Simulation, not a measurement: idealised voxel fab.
Name of the process module below: voxel double patterning
295 nm wide, 5 nm square cells: that's cross-section cut.
Square cells in a grid make up a cross-section in this document, and the grid is given as bands, listed from the top down, each one or more rows of cells. Within each band entry, the heights of the top and of the bottom of the band appear first, in that order and in nm; the materials of the band then follow from left to right, each with its corresponding width in nm. The designation "everywhere" on a single material indicates that it fills the band from edge to edge; the designation "blank" indicates empty space. Basically, 0 is our baseline, since under it the wafer straight out of the box is all one material. The bottom band has no lower end and keeps on going down, so it looks like "top 0, no bottom". So if you see something like "30->40" for the width, read it as the top row of the band sitting at the first number and the bottom row at the second, with every row in between moving by the same amount as the last. You'll sometimes find "nothing altered" written for a step, and that's the way of saying that nowhere in the cross-section did a cell change during that step. What "Enclosed void list" gives you is every empty space of 8 cells or more that is cut off from the top. Each appears as width x height at distance, with the distance taken from the left edge and width, height and distance all in nm. Where a step's line continues beyond its settings, the continuation is a remark by the simulator itself on that step. "overlay nm" denotes, for a step that has a mask, the displacement of the mask to the right of its planned place, with negative values corresponding to the left.

THIS SECTION LISTS THE PROCESS STEPS THAT WERE PLANNED
1,op RECEIVE | material Si
2,op CONFORMAL_DEP | material SiO2 | thk nm 5
3,op DIRECTIONAL_DEP | material W | thk nm 20
4,op DIRECTIONAL_DEP | material SiN | thk nm 10
5,op MASKED_ETCH | tone open | mask id FIRST | width nm 15 | pitch nm 50 | etch materials SiN | depth nm 10 | overlay nm 0
6,op DIRECTIONAL_DEP | material aC | thk nm 10
7,op PATTERN | tone open | mask id SECOND | material resist | width nm 15 | pitch nm 50 | thk nm 30 | overlay nm 0
8,op DIRECTIONAL_ETCH | etch materials aC | depth nm 10
9,op STRIP | etch materials resist
10,op DIRECTIONAL_ETCH | etch materials SiN | depth nm 10
11,op STRIP | etch materials aC
12,op DIRECTIONAL_ETCH | etch materials W | depth nm 20
13,op STRIP | etch materials SiN

THE FIRST OF A SET OF TWO WAFERS, RUN TO PLAN

CROSS-SECTION: WAFER ON ARRIVAL = AFTER STEP 1
top 0, no bottom = Si everywhere
Enclosed void list: none

UPON COMPLETION OF STEP 2, THE WAFER APPEARS IN CROSS-SECTION AS SHOWN
top 5, bottom 0 = SiO2 everywhere
Rest of section, below 0: as before.

UPON COMPLETION OF STEP 3, THE WAFER APPEARS IN CROSS-SECTION AS SHOWN
top 25, bottom 5 = W everywhere
Rest of section, below 5: as before.

UPON COMPLETION OF STEP 4, THE WAFER APPEARS IN CROSS-SECTION AS SHOWN
top 35, bottom 25 = SiN everywhere
Rest of section, below 25: as before.

UPON COMPLETION OF STEP 5, THE WAFER APPEARS IN CROSS-SECTION AS SHOWN
top 35, bottom 25 = 90 SiN, then 15 blank, then 35 SiN, then 15 blank, then 35 SiN, then 15 blank, then 90 SiN
Rest of section, below 25: as before.

UPON COMPLETION OF STEP 6, THE WAFER APPEARS IN CROSS-SECTION AS SHOWN
top 45, bottom 35 = 90 aC, then 15 blank, then 35 aC, then 15 blank, then 35 aC, then 15 blank, then 90 aC
top 35, bottom 25 = 90 SiN, then 15 aC, then 35 SiN, then 15 aC, then 35 SiN, then 15 aC, then 90 SiN
Rest of section, below 25: as before.

UPON COMPLETION OF STEP 7, THE WAFER APPEARS IN CROSS-SECTION AS SHOWN
top 75, bottom 45 = 115 resist, then 15 blank, then 35 resist, then 15 blank, then 115 resist
top 45, bottom 35 = 90 aC, then 15 resist, then 35 aC, then 15 resist, then 35 aC, then 15 resist, then 90 aC
Rest of section, below 35: as before.

UPON COMPLETION OF STEP 8, THE WAFER APPEARS IN CROSS-SECTION AS SHOWN
top 65, bottom 45 = 115 resist, then 15 blank, then 35 resist, then 15 blank, then 115 resist
top 45, bottom 35 = 90 aC, then 15 resist, then 10 aC, then 15 blank, then 10 aC, then 15 resist, then 10 aC, then 15 blank, then 10 aC, then 15 resist, then 90 aC
Rest of section, below 35: as before.

UPON COMPLETION OF STEP 9, THE WAFER APPEARS IN CROSS-SECTION AS SHOWN
top 45, bottom 35 = 90 aC, then 15 blank, then 10 aC, then 15 blank, then 10 aC, then 15 blank, then 10 aC, then 15 blank, then 10 aC, then 15 blank, then 90 aC
Rest of section, below 35: as before.

UPON COMPLETION OF STEP 10, THE WAFER APPEARS IN CROSS-SECTION AS SHOWN
top 45, bottom 35 = 90 aC, then 15 blank, then 10 aC, then 15 blank, then 10 aC, then 15 blank, then 10 aC, then 15 blank, then 10 aC, then 15 blank, then 90 aC
top 35, bottom 25 = 90 SiN, then 15 aC, then 10 SiN, then 15 blank, then 10 SiN, then 15 aC, then 10 SiN, then 15 blank, then 10 SiN, then 15 aC, then 90 SiN
Rest of section, below 25: as before.

UPON COMPLETION OF STEP 11, THE WAFER APPEARS IN CROSS-SECTION AS SHOWN
top 35, bottom 25 = 90 SiN, then 15 blank, then 10 SiN, then 15 blank, then 10 SiN, then 15 blank, then 10 SiN, then 15 blank, then 10 SiN, then 15 blank, then 90 SiN
Rest of section, below 25: as before.

UPON COMPLETION OF STEP 12, THE WAFER APPEARS IN CROSS-SECTION AS SHOWN
top 35, bottom 25 = 90 SiN, then 15 blank, then 10 SiN, then 15 blank, then 10 SiN, then 15 blank, then 10 SiN, then 15 blank, then 10 SiN, then 15 blank, then 90 SiN
top 25, bottom 5 = 90 W, then 15 blank, then 10 W, then 15 blank, then 10 W, then 15 blank, then 10 W, then 15 blank, then 10 W, then 15 blank, then 90 W
Rest of section, below 5: as before.

UPON COMPLETION OF STEP 13, THE WAFER APPEARS IN CROSS-SECTION AS SHOWN
top 25, bottom 5 = 90 W, then 15 blank, then 10 W, then 15 blank, then 10 W, then 15 blank, then 10 W, then 15 blank, then 10 W, then 15 blank, then 90 W
Rest of section, below 5: as before.

COMPANION WAFER, THE SECOND OF TWO: SAME BEGINNING, SAME INTENDED SEQUENCE, ONE MISTAKE IN CARRYING IT OUT; THROUGH STEP 4 INCLUSIVE IT TRACKS THE FIRST EXACTLY

CROSS-SECTION OF THE SECOND WAFER CORRESPONDING TO THE PLANNED CONCLUSION OF STEP 5
top 35, bottom 25 = 90 blank, then 15 SiN, then 35 blank, then 15 SiN, then 35 blank, then 15 SiN, then 90 blank
Rest of section, below 25: as before.

CROSS-SECTION OF THE SECOND WAFER CORRESPONDING TO THE PLANNED CONCLUSION OF STEP 6
top 45, bottom 35 = 90 blank, then 15 aC, then 35 blank, then 15 aC, then 35 blank, then 15 aC, then 90 blank
top 35, bottom 25 = 90 aC, then 15 SiN, then 35 aC, then 15 SiN, then 35 aC, then 15 SiN, then 90 aC
Rest of section, below 25: as before.

CROSS-SECTION OF THE SECOND WAFER CORRESPONDING TO THE PLANNED CONCLUSION OF STEP 7
top 75, bottom 45 = 115 resist, then 15 blank, then 35 resist, then 15 blank, then 115 resist
top 45, bottom 35 = 90 resist, then 15 aC, then 10 resist, then 15 blank, then 10 resist, then 15 aC, then 10 resist, then 15 blank, then 10 resist, then 15 aC, then 90 resist
Rest of section, below 35: as before.

CROSS-SECTION OF THE SECOND WAFER CORRESPONDING TO THE PLANNED CONCLUSION OF STEP 8
top 65, bottom 45 = 115 resist, then 15 blank, then 35 resist, then 15 blank, then 115 resist
top 45, bottom 35 = 90 resist, then 15 aC, then 10 resist, then 15 blank, then 10 resist, then 15 aC, then 10 resist, then 15 blank, then 10 resist, then 15 aC, then 90 resist
top 35, bottom 25 = 90 aC, then 15 SiN, then 10 aC, then 15 blank, then 10 aC, then 15 SiN, then 10 aC, then 15 blank, then 10 aC, then 15 SiN, then 90 aC
Rest of section, below 25: as before.

CROSS-SECTION OF THE SECOND WAFER CORRESPONDING TO THE PLANNED CONCLUSION OF STEP 9
top 45, bottom 35 = 90 blank, then 15 aC, then 35 blank, then 15 aC, then 35 blank, then 15 aC, then 90 blank
Rest of section, below 35: as before.

Cross-section of the second wafer corresponding to the planned conclusion of step 10: nothing altered

CROSS-SECTION OF THE SECOND WAFER CORRESPONDING TO THE PLANNED CONCLUSION OF STEP 11
top 35, bottom 25 = 90 blank, then 15 SiN, then 35 blank, then 15 SiN, then 35 blank, then 15 SiN, then 90 blank
Rest of section, below 25: as before.

CROSS-SECTION OF THE SECOND WAFER CORRESPONDING TO THE PLANNED CONCLUSION OF STEP 12
top 35, bottom 25 = 90 blank, then 15 SiN, then 35 blank, then 15 SiN, then 35 blank, then 15 SiN, then 90 blank
top 25, bottom 5 = 90 blank, then 15 W, then 35 blank, then 15 W, then 35 blank, then 15 W, then 90 blank
Rest of section, below 5: as before.

CROSS-SECTION OF THE SECOND WAFER CORRESPONDING TO THE PLANNED CONCLUSION OF STEP 13
top 25, bottom 5 = 90 blank, then 15 W, then 35 blank, then 15 W, then 35 blank, then 15 W, then 90 blank
Rest of section, below 5: as before.
Where did the run depart from the plan? contrary to plan, step 5 was performed as op MASKED_ETCH | tone cover | mask id FIRST | width nm 15 | pitch nm 50 | etch materials SiN | depth nm 10 | overlay nm 0
At the finish, the second wafer shows more or fewer cells for some materials than the first does: -140 W
